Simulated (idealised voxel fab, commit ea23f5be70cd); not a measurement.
Process module under the name voxel ribs on slabs
The figure presents cross-section cut, which has a width of 235 nm and is divided into square cells with an edge length of 5 nm.
Cross-section = grid of square cells, listed top down in bands; band = one or more rows. Top height, bottom height, nm. Materials left to right, width each, nm. Single material + "everywhere" = fills band edge to edge. "empty" = empty. A quick word on heights: they are counted from 0, and under that level the wafer as it came to us is one material throughout. The lowest band is different from the rest in having no bottom; it simply continues downward, written as in "0 nm and below". It should be noted that a width expressed as "30 to 40" varies in equal increments from row to row of cells within the band, taking the value of the first number at the top row and that of the second number at the bottom row. For the purposes of this document, the phrase "left unchanged" attached to a step denotes that no cell within the cross-section was modified by that step. "Fully enclosed voids" means: voids of 8 cells or more that are shut off from the top with no open way through. Written width x height at distance, distance from the left edge, in nm. Formally, on a step line, whatever follows the settings is a remark that the simulator itself makes on the step. overlay nm: where the mask lay relative to plan, measured to the right, on steps with a mask; negatives go left.

This section lists the process steps that were planned:
step 1: op RECEIVE | material Si
step 2: op DIRECTIONAL_DEP | material SiO2 | thk nm 25
step 3: op DIRECTIONAL_DEP | material polySi | thk nm 25
step 4: op DIRECTIONAL_DEP | material aC | thk nm 15
step 5: op PATTERN | tone cover | mask id RIB | material resist | width nm 20 | thk nm 30 | overlay nm 0
step 6: op DIRECTIONAL_ETCH | etch materials aC | depth nm 15
step 7: op STRIP | etch materials resist
step 8: op DIRECTIONAL_ETCH | etch materials polySi | depth nm 15
step 9: op STRIP | etch materials aC
step 10: op PATTERN | tone cover | mask id SLAB | material resist | width nm 60 | thk nm 20 | overlay nm 0
step 11: op DIRECTIONAL_ETCH | etch materials polySi | depth nm 10
step 12: op STRIP | etch materials resist
step 13: op FILL_DEP | material SiO2 | thk nm 20
step 14: op CMP | height nm 65
step 15: op DIRECTIONAL_DEP | material W | thk nm 10
step 16: op MASKED_ETCH | tone cover | mask id HEATER | width nm 30 | etch materials W | depth nm 10 | overlay nm 0
step 17: op CONFORMAL_DEP | material SiN | thk nm 10

So this is the incoming wafer in cross-section - it's already been through step 1:
  0 nm and below = Si everywhere
  Fully enclosed voids: none

Here's the wafer cut in cross-section after the module, started and planned just like above, except one thing was done wrong in the run:
  85 nm to 75 nm = empty 90 nm, SiN 50 nm, empty 95 nm
  75 nm to 65 nm = SiN 100 nm, W 30 nm, SiN 105 nm
  65 nm to 50 nm = SiO2 everywhere
  50 nm to 35 nm = SiO2 105 nm, polySi 20 nm, SiO2 110 nm
  35 nm to 25 nm = SiO2 90 nm, polySi 50 nm, SiO2 95 nm
  25 nm to 0 nm = SiO2 everywhere
  0 nm and below = Si everywhere
  Fully enclosed voids: none
Misprocessing identified: step 10 off recipe, ran as op PATTERN | tone cover | mask id SLAB | material resist | width nm 50 | thk nm 20 | overlay nm 0
